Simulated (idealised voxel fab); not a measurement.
Proc. module: voxel wiring stack
It is cross-section cut that appears here, measuring 240 nm in width, its square cells being 5 nm in size.
In this document a cross-section is written as a grid of square cells. It is given as a series of bands, listed from the top down, and a band is one or more rows of cells.
Read a band's entry like this: the first values are the height of its top and the height of its bottom in nm, and what follows is the sequence of materials from left to right, each with its width in nm. Note that "empty" is empty space, and that a single material marked "all across" reaches across the band from edge to edge.
Height 0 is the level under which the wafer as received is all one material. The lowest band goes on downwards, as in "0 and below".
Top row gets the first number, bottom row gets the second, and each row in between changes by the same step: that is how a band width like "30->40" works.
"everything unchanged" after a step means that no cell of the cross-section changed.
Any empty space of 8 cells or more lacking an open way to the top shows up in "Entrapped void list" as width x height at distance, distance from the left edge, in nm.
Post-settings text on a step line: simulator's own remark regarding the step.
You can add "overlay nm" to a step's line. For a step with a mask, it describes how far the mask lay to the right of its planned position, and a negative number describes a lay to the left.
## Listed below are the process steps as planned
- 1: RECEIVE | material Si
- 2: CONFORMAL_DEP | material SiO2 | thk nm 10
- 3: DIRECTIONAL_DEP | material TiN | thk nm 5
- 4: DIRECTIONAL_DEP | material Ru | thk nm 15
- 5: PATTERN | tone cover | mask id METAL_1 | material resist | width nm 20 | pitch nm 45 | thk nm 20 | overlay nm 0
- 6: DIRECTIONAL_ETCH | etch materials Ru | depth nm 15
- 7: DIRECTIONAL_ETCH | etch materials TiN | depth nm 5
- 8: STRIP | etch materials resist
- 9: FILL_DEP | material SiO2 | thk nm 10
- 10: CMP | height nm 30
- 11: CONFORMAL_DEP | material SiCN | thk nm 5
- 12: DIRECTIONAL_DEP | material SiO2 | thk nm 25
- 13: PATTERN | tone open | mask id METAL_2_HOLES | material resist | width nm 15 | pitch nm 45 | thk nm 20 | overlay nm 0
- 14: DIRECTIONAL_ETCH | etch materials SiO2 | depth nm 25
- 15: STRIP | etch materials resist
- 16: DIRECTIONAL_DEP | material aC | thk nm 15
- 17: PATTERN | tone open | mask id METAL_2 | material resist | width nm 20 | pitch nm 45 | thk nm 35 | overlay nm 0
- 18: DIRECTIONAL_ETCH | etch materials aC | depth nm 15
- 19: STRIP | etch materials resist
- 20: DIRECTIONAL_ETCH | etch materials SiO2 | depth nm 15
- 21: DIRECTIONAL_ETCH | etch materials SiCN | depth nm 5
- 22: STRIP | etch materials aC
- 23: CONFORMAL_DEP | material TiN | thk nm 5
- 24: FILL_DEP | material Cu | thk nm 10
- 25: CMP | height nm 60
- 26: CONFORMAL_DEP | material SiCN | thk nm 5
- 27: DIRECTIONAL_DEP | material SiO2 | thk nm 15
- 28: DIRECTIONAL_DEP | material aC | thk nm 10
- 29: PATTERN | tone open | mask id PLUG_2 | material resist | width nm 15 | pitch nm 90 | thk nm 25 | overlay nm 0
- 30: DIRECTIONAL_ETCH | etch materials aC | depth nm 10
- 31: STRIP | etch materials resist
- 32: DIRECTIONAL_ETCH | etch materials SiO2 | depth nm 15
- 33: DIRECTIONAL_ETCH | etch materials SiCN | depth nm 5
- 34: STRIP | etch materials aC
- 35: CONFORMAL_DEP | material TiN | thk nm 5
- 36: FILL_DEP | material Ru | thk nm 10
- 37: CMP | height nm 80
- 38: CONFORMAL_DEP | material SiN | thk nm 5
- 39: DIRECTIONAL_DEP | material SiO2 | thk nm 15
- 40: PATTERN | tone open | mask id METAL_3 | material resist | width nm 20 | pitch nm 45 | thk nm 20 | overlay nm 0
- 41: DIRECTIONAL_ETCH | etch materials SiO2 | depth nm 15
- 42: DIRECTIONAL_ETCH | etch materials SiN | depth nm 5
- 43: STRIP | etch materials resist
- 44: CONFORMAL_DEP | material TiN | thk nm 5
- 45: FILL_DEP | material Ru | thk nm 10
- 46: CMP | height nm 100
- 47: EPI | material Ru | thk nm 5
- 48: FILL_DEP | material SiCN | thk nm 5
## What follows covers the first of two wafers; it ran as planned
## Step 1 complete: cross-section of the wafer as received
- 0 and below | Si all across
- Entrapped void list: none
## After step 2: wafer cross-section
- 10 down to 0 | SiO2 all across
- Rest of section, below 0: as before.
## After step 3: wafer cross-section
- 15 down to 10 | TiN all across
- Rest of section, below 10: as before.
## After step 4: wafer cross-section
- 30 down to 15 | Ru all across
- Rest of section, below 15: as before.
## After step 5: wafer cross-section
- 50 down to 30 | empty 40 nm / resist 20 nm / empty 25 nm / resist 20 nm / empty 25 nm / resist 20 nm / empty 25 nm / resist 20 nm / empty 45 nm
- Rest of section, below 30: as before.
## After step 6: wafer cross-section
- 50 down to 30 | empty 40 nm / resist 20 nm / empty 25 nm / resist 20 nm / empty 25 nm / resist 20 nm / empty 25 nm / resist 20 nm / empty 45 nm
- 30 down to 15 | empty 40 nm / Ru 20 nm / empty 25 nm / Ru 20 nm / empty 25 nm / Ru 20 nm / empty 25 nm / Ru 20 nm / empty 45 nm
- Rest of section, below 15: as before.
## After step 7: wafer cross-section
- 50 down to 30 | empty 40 nm / resist 20 nm / empty 25 nm / resist 20 nm / empty 25 nm / resist 20 nm / empty 25 nm / resist 20 nm / empty 45 nm
- 30 down to 15 | empty 40 nm / Ru 20 nm / empty 25 nm / Ru 20 nm / empty 25 nm / Ru 20 nm / empty 25 nm / Ru 20 nm / empty 45 nm
- 15 down to 10 | empty 40 nm / TiN 20 nm / empty 25 nm / TiN 20 nm / empty 25 nm / TiN 20 nm / empty 25 nm / TiN 20 nm / empty 45 nm
- Rest of section, below 10: as before.
## After step 8: wafer cross-section
- 30 down to 15 | empty 40 nm / Ru 20 nm / empty 25 nm / Ru 20 nm / empty 25 nm / Ru 20 nm / empty 25 nm / Ru 20 nm / empty 45 nm
- Rest of section, below 15: as before.
## After step 9: wafer cross-section
- 40 down to 30 | SiO2 all across
- 30 down to 15 | SiO2 40 nm / Ru 20 nm / SiO2 25 nm / Ru 20 nm / SiO2 25 nm / Ru 20 nm / SiO2 25 nm / Ru 20 nm / SiO2 45 nm
- 15 down to 10 | SiO2 40 nm / TiN 20 nm / SiO2 25 nm / TiN 20 nm / SiO2 25 nm / TiN 20 nm / SiO2 25 nm / TiN 20 nm / SiO2 45 nm
- Rest of section, below 10: as before.
## After step 10: wafer cross-section
- 30 down to 15 | SiO2 40 nm / Ru 20 nm / SiO2 25 nm / Ru 20 nm / SiO2 25 nm / Ru 20 nm / SiO2 25 nm / Ru 20 nm / SiO2 45 nm
- Rest of section, below 15: as before.
## After step 11: wafer cross-section
- 35 down to 30 | SiCN all across
- Rest of section, below 30: as before.
## After step 12: wafer cross-section
- 60 down to 35 | SiO2 all across
- Rest of section, below 35: as before.
## After step 13: wafer cross-section
- 80 down to 60 | resist 40 nm / empty 15 nm / resist 30 nm / empty 15 nm / resist 30 nm / empty 15 nm / resist 30 nm / empty 15 nm / resist 50 nm
- Rest of section, below 60: as before.
## After step 14: wafer cross-section
- 80 down to 60 | resist 40 nm / empty 15 nm / resist 30 nm / empty 15 nm / resist 30 nm / empty 15 nm / resist 30 nm / empty 15 nm / resist 50 nm
- 60 down to 35 | SiO2 40 nm / empty 15 nm / SiO2 30 nm / empty 15 nm / SiO2 30 nm / empty 15 nm / SiO2 30 nm / empty 15 nm / SiO2 50 nm
- Rest of section, below 35: as before.
## After step 15: wafer cross-section
- 60 down to 35 | SiO2 40 nm / empty 15 nm / SiO2 30 nm / empty 15 nm / SiO2 30 nm / empty 15 nm / SiO2 30 nm / empty 15 nm / SiO2 50 nm
- Rest of section, below 35: as before.
## After step 16: wafer cross-section
- 75 down to 60 | aC 40 nm / empty 15 nm / aC 30 nm / empty 15 nm / aC 30 nm / empty 15 nm / aC 30 nm / empty 15 nm / aC 50 nm
- 60 down to 50 | SiO2 40 nm / empty 15 nm / SiO2 30 nm / empty 15 nm / SiO2 30 nm / empty 15 nm / SiO2 30 nm / empty 15 nm / SiO2 50 nm
- 50 down to 35 | SiO2 40 nm / aC 15 nm / SiO2 30 nm / aC 15 nm / SiO2 30 nm / aC 15 nm / SiO2 30 nm / aC 15 nm / SiO2 50 nm
- Rest of section, below 35: as before.
## After step 17: wafer cross-section
- 110 down to 75 | resist 40 nm / empty 20 nm / resist 25 nm / empty 20 nm / resist 25 nm / empty 20 nm / resist 25 nm / empty 20 nm / resist 45 nm
- Rest of section, below 75: as before.
## After step 18: wafer cross-section
- 95 down to 75 | resist 40 nm / empty 20 nm / resist 25 nm / empty 20 nm / resist 25 nm / empty 20 nm / resist 25 nm / empty 20 nm / resist 45 nm
- 75 down to 60 | aC 40 nm / empty 20 nm / aC 25 nm / empty 20 nm / aC 25 nm / empty 20 nm / aC 25 nm / empty 20 nm / aC 45 nm
- 60 down to 35 | SiO2 40 nm / empty 15 nm / SiO2 30 nm / empty 15 nm / SiO2 30 nm / empty 15 nm / SiO2 30 nm / empty 15 nm / SiO2 50 nm
- Rest of section, below 35: as before.
## After step 19: wafer cross-section
- 75 down to 60 | aC 40 nm / empty 20 nm / aC 25 nm / empty 20 nm / aC 25 nm / empty 20 nm / aC 25 nm / empty 20 nm / aC 45 nm
- Rest of section, below 60: as before.
## After step 20: wafer cross-section
- 75 down to 60 | aC 40 nm / empty 20 nm / aC 25 nm / empty 20 nm / aC 25 nm / empty 20 nm / aC 25 nm / empty 20 nm / aC 45 nm
- 60 down to 45 | SiO2 40 nm / empty 20 nm / SiO2 25 nm / empty 20 nm / SiO2 25 nm / empty 20 nm / SiO2 25 nm / empty 20 nm / SiO2 45 nm
- Rest of section, below 45: as before.
## After step 21: wafer cross-section
- 75 down to 60 | aC 40 nm / empty 20 nm / aC 25 nm / empty 20 nm / aC 25 nm / empty 20 nm / aC 25 nm / empty 20 nm / aC 45 nm
- 60 down to 45 | SiO2 40 nm / empty 20 nm / SiO2 25 nm / empty 20 nm / SiO2 25 nm / empty 20 nm / SiO2 25 nm / empty 20 nm / SiO2 45 nm
- 45 down to 35 | SiO2 40 nm / empty 15 nm / SiO2 30 nm / empty 15 nm / SiO2 30 nm / empty 15 nm / SiO2 30 nm / empty 15 nm / SiO2 50 nm
- 35 down to 30 | SiCN 40 nm / empty 15 nm / SiCN 30 nm / empty 15 nm / SiCN 30 nm / empty 15 nm / SiCN 30 nm / empty 15 nm / SiCN 50 nm
- Rest of section, below 30: as before.
## After step 22: wafer cross-section
- 60 down to 45 | SiO2 40 nm / empty 20 nm / SiO2 25 nm / empty 20 nm / SiO2 25 nm / empty 20 nm / SiO2 25 nm / empty 20 nm / SiO2 45 nm
- Rest of section, below 45: as before.
## After step 23: wafer cross-section
- 65 down to 60 | TiN 45 nm / empty 10 nm / TiN 35 nm / empty 10 nm / TiN 35 nm / empty 10 nm / TiN 35 nm / empty 10 nm / TiN 50 nm
- 60 down to 50 | SiO2 40 nm / TiN 5 nm / empty 10 nm / TiN 5 nm / SiO2 25 nm / TiN 5 nm / empty 10 nm / TiN 5 nm / SiO2 25 nm / TiN 5 nm / empty 10 nm / TiN 5 nm / SiO2 25 nm / TiN 5 nm / empty 10 nm / TiN 5 nm / SiO2 45 nm
- 50 down to 45 | SiO2 40 nm / TiN 5 nm / empty 5 nm / TiN 10 nm / SiO2 25 nm / TiN 5 nm / empty 5 nm / TiN 10 nm / SiO2 25 nm / TiN 5 nm / empty 5 nm / TiN 10 nm / SiO2 25 nm / TiN 5 nm / empty 5 nm / TiN 10 nm / SiO2 45 nm
- 45 down to 35 | SiO2 40 nm / TiN 5 nm / empty 5 nm / TiN 5 nm / SiO2 30 nm / TiN 5 nm / empty 5 nm / TiN 5 nm / SiO2 30 nm / TiN 5 nm / empty 5 nm / TiN 5 nm / SiO2 30 nm / TiN 5 nm / empty 5 nm / TiN 5 nm / SiO2 50 nm
- 35 down to 30 | SiCN 40 nm / TiN 15 nm / SiCN 30 nm / TiN 15 nm / SiCN 30 nm / TiN 15 nm / SiCN 30 nm / TiN 15 nm / SiCN 50 nm
- Rest of section, below 30: as before.
## After step 24: wafer cross-section
- 75 down to 65 | Cu all across
- 65 down to 60 | TiN 45 nm / Cu 10 nm / TiN 35 nm / Cu 10 nm / TiN 35 nm / Cu 10 nm / TiN 35 nm / Cu 10 nm / TiN 50 nm
- 60 down to 50 | SiO2 40 nm / TiN 5 nm / Cu 10 nm / TiN 5 nm / SiO2 25 nm / TiN 5 nm / Cu 10 nm / TiN 5 nm / SiO2 25 nm / TiN 5 nm / Cu 10 nm / TiN 5 nm / SiO2 25 nm / TiN 5 nm / Cu 10 nm / TiN 5 nm / SiO2 45 nm
- 50 down to 45 | SiO2 40 nm / TiN 5 nm / Cu 5 nm / TiN 10 nm / SiO2 25 nm / TiN 5 nm / Cu 5 nm / TiN 10 nm / SiO2 25 nm / TiN 5 nm / Cu 5 nm / TiN 10 nm / SiO2 25 nm / TiN 5 nm / Cu 5 nm / TiN 10 nm / SiO2 45 nm
- 45 down to 35 | SiO2 40 nm / TiN 5 nm / Cu 5 nm / TiN 5 nm / SiO2 30 nm / TiN 5 nm / Cu 5 nm / TiN 5 nm / SiO2 30 nm / TiN 5 nm / Cu 5 nm / TiN 5 nm / SiO2 30 nm / TiN 5 nm / Cu 5 nm / TiN 5 nm / SiO2 50 nm
- Rest of section, below 35: as before.
## After step 25: wafer cross-section
- 60 down to 50 | SiO2 40 nm / TiN 5 nm / Cu 10 nm / TiN 5 nm / SiO2 25 nm / TiN 5 nm / Cu 10 nm / TiN 5 nm / SiO2 25 nm / TiN 5 nm / Cu 10 nm / TiN 5 nm / SiO2 25 nm / TiN 5 nm / Cu 10 nm / TiN 5 nm / SiO2 45 nm
- Rest of section, below 50: as before.
## After step 26: wafer cross-section
- 65 down to 60 | SiCN all across
- Rest of section, below 60: as before.
## After step 27: wafer cross-section
- 80 down to 65 | SiO2 all across
- Rest of section, below 65: as before.
## After step 28: wafer cross-section
- 90 down to 80 | aC all across
- Rest of section, below 80: as before.
## After step 29: wafer cross-section
- 115 down to 90 | resist 40 nm / empty 15 nm / resist 75 nm / empty 15 nm / resist 95 nm
- Rest of section, below 90: as before.
## After step 30: wafer cross-section
- 105 down to 90 | resist 40 nm / empty 15 nm / resist 75 nm / empty 15 nm / resist 95 nm
- 90 down to 80 | aC 40 nm / empty 15 nm / aC 75 nm / empty 15 nm / aC 95 nm
- Rest of section, below 80: as before.
## After step 31: wafer cross-section
- 90 down to 80 | aC 40 nm / empty 15 nm / aC 75 nm / empty 15 nm / aC 95 nm
- Rest of section, below 80: as before.
## After step 32: wafer cross-section
- 90 down to 80 | aC 40 nm / empty 15 nm / aC 75 nm / empty 15 nm / aC 95 nm
- 80 down to 65 | SiO2 40 nm / empty 15 nm / SiO2 75 nm / empty 15 nm / SiO2 95 nm
- Rest of section, below 65: as before.
## After step 33: wafer cross-section
- 90 down to 80 | aC 40 nm / empty 15 nm / aC 75 nm / empty 15 nm / aC 95 nm
- 80 down to 65 | SiO2 40 nm / empty 15 nm / SiO2 75 nm / empty 15 nm / SiO2 95 nm
- 65 down to 60 | SiCN 40 nm / empty 15 nm / SiCN 75 nm / empty 15 nm / SiCN 95 nm
- Rest of section, below 60: as before.
## After step 34: wafer cross-section
- 80 down to 65 | SiO2 40 nm / empty 15 nm / SiO2 75 nm / empty 15 nm / SiO2 95 nm
- Rest of section, below 65: as before.
## After step 35: wafer cross-section
- 85 down to 80 | TiN 45 nm / empty 5 nm / TiN 85 nm / empty 5 nm / TiN 100 nm
- 80 down to 65 | SiO2 40 nm / TiN 5 nm / empty 5 nm / TiN 5 nm / SiO2 75 nm / TiN 5 nm / empty 5 nm / TiN 5 nm / SiO2 95 nm
- 65 down to 60 | SiCN 40 nm / TiN 15 nm / SiCN 75 nm / TiN 15 nm / SiCN 95 nm
- Rest of section, below 60: as before.
## After step 36: wafer cross-section
- 95 down to 85 | Ru all across
- 85 down to 80 | TiN 45 nm / Ru 5 nm / TiN 85 nm / Ru 5 nm / TiN 100 nm
- 80 down to 65 | SiO2 40 nm / TiN 5 nm / Ru 5 nm / TiN 5 nm / SiO2 75 nm / TiN 5 nm / Ru 5 nm / TiN 5 nm / SiO2 95 nm
- Rest of section, below 65: as before.
## After step 37: wafer cross-section
- 80 down to 65 | SiO2 40 nm / TiN 5 nm / Ru 5 nm / TiN 5 nm / SiO2 75 nm / TiN 5 nm / Ru 5 nm / TiN 5 nm / SiO2 95 nm
- Rest of section, below 65: as before.
## After step 38: wafer cross-section
- 85 down to 80 | SiN all across
- Rest of section, below 80: as before.
## After step 39: wafer cross-section
- 100 down to 85 | SiO2 all across
- Rest of section, below 85: as before.
## After step 40: wafer cross-section
- 120 down to 100 | resist 40 nm / empty 20 nm / resist 25 nm / empty 20 nm / resist 25 nm / empty 20 nm / resist 25 nm / empty 20 nm / resist 45 nm
- Rest of section, below 100: as before.
## After step 41: wafer cross-section
- 120 down to 100 | resist 40 nm / empty 20 nm / resist 25 nm / empty 20 nm / resist 25 nm / empty 20 nm / resist 25 nm / empty 20 nm / resist 45 nm
- 100 down to 85 | SiO2 40 nm / empty 20 nm / SiO2 25 nm / empty 20 nm / SiO2 25 nm / empty 20 nm / SiO2 25 nm / empty 20 nm / SiO2 45 nm
- Rest of section, below 85: as before.
## After step 42: wafer cross-section
- 120 down to 100 | resist 40 nm / empty 20 nm / resist 25 nm / empty 20 nm / resist 25 nm / empty 20 nm / resist 25 nm / empty 20 nm / resist 45 nm
- 100 down to 85 | SiO2 40 nm / empty 20 nm / SiO2 25 nm / empty 20 nm / SiO2 25 nm / empty 20 nm / SiO2 25 nm / empty 20 nm / SiO2 45 nm
- 85 down to 80 | SiN 40 nm / empty 20 nm / SiN 25 nm / empty 20 nm / SiN 25 nm / empty 20 nm / SiN 25 nm / empty 20 nm / SiN 45 nm
- Rest of section, below 80: as before.
## After step 43: wafer cross-section
- 100 down to 85 | SiO2 40 nm / empty 20 nm / SiO2 25 nm / empty 20 nm / SiO2 25 nm / empty 20 nm / SiO2 25 nm / empty 20 nm / SiO2 45 nm
- Rest of section, below 85: as before.
## After step 44: wafer cross-section
- 105 down to 100 | TiN 45 nm / empty 10 nm / TiN 35 nm / empty 10 nm / TiN 35 nm / empty 10 nm / TiN 35 nm / empty 10 nm / TiN 50 nm
- 100 down to 85 | SiO2 40 nm / TiN 5 nm / empty 10 nm / TiN 5 nm / SiO2 25 nm / TiN 5 nm / empty 10 nm / TiN 5 nm / SiO2 25 nm / TiN 5 nm / empty 10 nm / TiN 5 nm / SiO2 25 nm / TiN 5 nm / empty 10 nm / TiN 5 nm / SiO2 45 nm
- 85 down to 80 | SiN 40 nm / TiN 20 nm / SiN 25 nm / TiN 20 nm / SiN 25 nm / TiN 20 nm / SiN 25 nm / TiN 20 nm / SiN 45 nm
- Rest of section, below 80: as before.
## After step 45: wafer cross-section
- 115 down to 105 | Ru all across
- 105 down to 100 | TiN 45 nm / Ru 10 nm / TiN 35 nm / Ru 10 nm / TiN 35 nm / Ru 10 nm / TiN 35 nm / Ru 10 nm / TiN 50 nm
- 100 down to 85 | SiO2 40 nm / TiN 5 nm / Ru 10 nm / TiN 5 nm / SiO2 25 nm / TiN 5 nm / Ru 10 nm / TiN 5 nm / SiO2 25 nm / TiN 5 nm / Ru 10 nm / TiN 5 nm / SiO2 25 nm / TiN 5 nm / Ru 10 nm / TiN 5 nm / SiO2 45 nm
- Rest of section, below 85: as before.
## After step 46: wafer cross-section
- 100 down to 85 | SiO2 40 nm / TiN 5 nm / Ru 10 nm / TiN 5 nm / SiO2 25 nm / TiN 5 nm / Ru 10 nm / TiN 5 nm / SiO2 25 nm / TiN 5 nm / Ru 10 nm / TiN 5 nm / SiO2 25 nm / TiN 5 nm / Ru 10 nm / TiN 5 nm / SiO2 45 nm
- Rest of section, below 85: as before.
## After step 47: wafer cross-section
- 105 down to 100 | empty 35 nm / Ru 30 nm / empty 15 nm / Ru 30 nm / empty 15 nm / Ru 30 nm / empty 15 nm / Ru 30 nm / empty 40 nm
- Rest of section, below 100: as before.
## After step 48: wafer cross-section
- 110 down to 105 | SiCN all across
- 105 down to 100 | SiCN 35 nm / Ru 30 nm / SiCN 15 nm / Ru 30 nm / SiCN 15 nm / Ru 30 nm / SiCN 15 nm / Ru 30 nm / SiCN 40 nm
- Rest of section, below 100: as before.
## The second wafer was prepared from the same starting point and under the same plan as the first; its processing contained one mistake, and it remains indistinguishable from the first wafer up to and including step 37
## Cross-section: second wafer, time at which step 38 was scheduled to end
- 95 down to 80 | SiO2 all across
- Rest of section, below 80: as before.
## Cross-section: second wafer, time at which step 39 was scheduled to end
- 100 down to 95 | SiN all across
- Rest of section, below 95: as before.
## Cross-section: second wafer, time at which step 40 was scheduled to end
- 120 down to 100 | resist 40 nm / empty 20 nm / resist 25 nm / empty 20 nm / resist 25 nm / empty 20 nm / resist 25 nm / empty 20 nm / resist 45 nm
- Rest of section, below 100: as before.
Cross-section: second wafer, time at which step 41 was scheduled to end: everything unchanged
## Cross-section: second wafer, time at which step 42 was scheduled to end
- 120 down to 100 | resist 40 nm / empty 20 nm / resist 25 nm / empty 20 nm / resist 25 nm / empty 20 nm / resist 25 nm / empty 20 nm / resist 45 nm
- 100 down to 95 | SiN 40 nm / empty 20 nm / SiN 25 nm / empty 20 nm / SiN 25 nm / empty 20 nm / SiN 25 nm / empty 20 nm / SiN 45 nm
- Rest of section, below 95: as before.
## Cross-section: second wafer, time at which step 43 was scheduled to end
- 100 down to 95 | SiN 40 nm / empty 20 nm / SiN 25 nm / empty 20 nm / SiN 25 nm / empty 20 nm / SiN 25 nm / empty 20 nm / SiN 45 nm
- Rest of section, below 95: as before.
## Cross-section: second wafer, time at which step 44 was scheduled to end
- 105 down to 100 | TiN 45 nm / empty 10 nm / TiN 35 nm / empty 10 nm / TiN 35 nm / empty 10 nm / TiN 35 nm / empty 10 nm / TiN 50 nm
- 100 down to 95 | SiN 40 nm / TiN 20 nm / SiN 25 nm / TiN 20 nm / SiN 25 nm / TiN 20 nm / SiN 25 nm / TiN 20 nm / SiN 45 nm
- Rest of section, below 95: as before.
## Cross-section: second wafer, time at which step 45 was scheduled to end
- 115 down to 105 | Ru all across
- 105 down to 100 | TiN 45 nm / Ru 10 nm / TiN 35 nm / Ru 10 nm / TiN 35 nm / Ru 10 nm / TiN 35 nm / Ru 10 nm / TiN 50 nm
- Rest of section, below 100: as before.
## Cross-section: second wafer, time at which step 46 was scheduled to end
- 100 down to 95 | SiN 40 nm / TiN 20 nm / SiN 25 nm / TiN 20 nm / SiN 25 nm / TiN 20 nm / SiN 25 nm / TiN 20 nm / SiN 45 nm
- Rest of section, below 95: as before.
## Cross-section: second wafer, time at which step 47 was scheduled to end
- 105 down to 100 | empty 35 nm / Ru 30 nm / empty 15 nm / Ru 30 nm / empty 15 nm / Ru 30 nm / empty 15 nm / Ru 30 nm / empty 40 nm
- Rest of section, below 100: as before.
## Cross-section: second wafer, time at which step 48 was scheduled to end
- 110 down to 105 | SiCN all across
- 105 down to 100 | SiCN 35 nm / Ru 30 nm / SiCN 15 nm / Ru 30 nm / SiCN 15 nm / Ru 30 nm / SiCN 15 nm / Ru 30 nm / SiCN 40 nm
- Rest of section, below 100: as before.
Which mistake was made when the wafer was run? ran 38 and 39 in swapped order versus the plan
Once processing is complete, comparing cell counts shows that the second wafer has more or fewer of certain materials than the first: 24 fewer of Ru; 48 more of SiO2; 24 fewer of TiN
